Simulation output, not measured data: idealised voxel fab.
process module | voxel ribs on slabs
cross-section cut | 295 nm wide | cells 5 nm
A cross-section is a grid of square cells, given in bands from the top down. A band is one or more rows of cells.
Each band's line starts with the height of the band's top and of its bottom, in nm. Then come its materials from left to right, each with its width in nm. One material with "throughout" fills the band from edge to edge. "air" is empty space.
Height 0 is the level under which the wafer as received is all one material. The lowest band goes on downwards, as in "0 down".
A width such as "30 to 40" changes by the same amount from each row of cells to the next, from the band's top row to its bottom row.
"no change" after a step means that no cell of the cross-section changed.
closed voids: empty space of 8 cells or more with no open way to the top, each as width x height at its distance from the left edge, in nm
after a step's settings: what the simulator itself notes on the step
overlay nm, on a step with a mask: how far to the right of its planned place the mask lay; to the left if negative
plan
1 op RECEIVE | material Si
2 op DIRECTIONAL_DEP | material SiO2 | thk nm 20
3 op DIRECTIONAL_DEP | material polySi | thk nm 25
4 op DIRECTIONAL_DEP | material aC | thk nm 10
5 op PATTERN | tone cover | mask id RIB | material resist | width nm 15 | thk nm 30 | overlay nm 0
6 op DIRECTIONAL_ETCH | etch materials aC | depth nm 10
7 op STRIP | etch materials resist
8 op DIRECTIONAL_ETCH | etch materials polySi | depth nm 15
9 op STRIP | etch materials aC
10 op DIRECTIONAL_DEP | material aC | thk nm 15
11 op PATTERN | tone cover | mask id SLAB | material resist | width nm 55 | thk nm 35 | overlay nm 0
12 op DIRECTIONAL_ETCH | etch materials aC | depth nm 15
13 op STRIP | etch materials resist
14 op DIRECTIONAL_ETCH | etch materials polySi | depth nm 10
15 op STRIP | etch materials aC
16 op FILL_DEP | material SiO2 | thk nm 15
17 op CMP | height nm 55
18 op DIRECTIONAL_DEP | material TiN | thk nm 10
19 op PATTERN | tone cover | mask id HEATER | material resist | width nm 15 | thk nm 20 | overlay nm 0
20 op DIRECTIONAL_ETCH | etch materials TiN | depth nm 10
21 op STRIP | etch materials resist
22 op CONFORMAL_DEP | material SiO2 | thk nm 5
varied across the wafers: width nm of step 19. The plan shows the first wafer's value. All wafers start alike
first wafer as received, after step 1
  0 down: Si throughout
  closed voids: none
first wafer at the end, after step 22
  70 to 65: air 135 | SiO2 25 | air 135
  65 to 60: air 135 | SiO2 5 | TiN 15 | SiO2 5 | air 135
  60 to 55: SiO2 140 | TiN 15 | SiO2 140
  55 to 45: SiO2 throughout
  45 to 30: SiO2 140 | polySi 15 | SiO2 140
  30 to 20: SiO2 120 | polySi 55 | SiO2 120
  20 to 0: SiO2 throughout
  0 down: Si throughout
  closed voids: none
last wafer at the end
  70 to 65: air 125 | SiO2 50 | air 120
  65 to 60: air 125 | SiO2 5 | TiN 40 | SiO2 5 | air 120
  60 to 55: SiO2 130 | TiN 40 | SiO2 125
  55 to 45: SiO2 throughout
  45 to 30: SiO2 140 | polySi 15 | SiO2 140
  30 to 20: SiO2 120 | polySi 55 | SiO2 120
  20 to 0: SiO2 throughout
  0 down: Si throughout
  closed voids: none
each wafer at the end: cells of each material gained (+) or lost (-) since it was received, then its closed voids
width nm 15 | +681 SiO2 | +6 TiN | +31 polySi | closed voids: none
width nm 20 | +681 SiO2 | +8 TiN | +31 polySi | closed voids: none
width nm 25 | +681 SiO2 | +10 TiN | +31 polySi | closed voids: none
width nm 30 | +681 SiO2 | +12 TiN | +31 polySi | closed voids: none
width nm 35 | +681 SiO2 | +14 TiN | +31 polySi | closed voids: none
width nm 40 | +681 SiO2 | +16 TiN | +31 polySi | closed voids: none
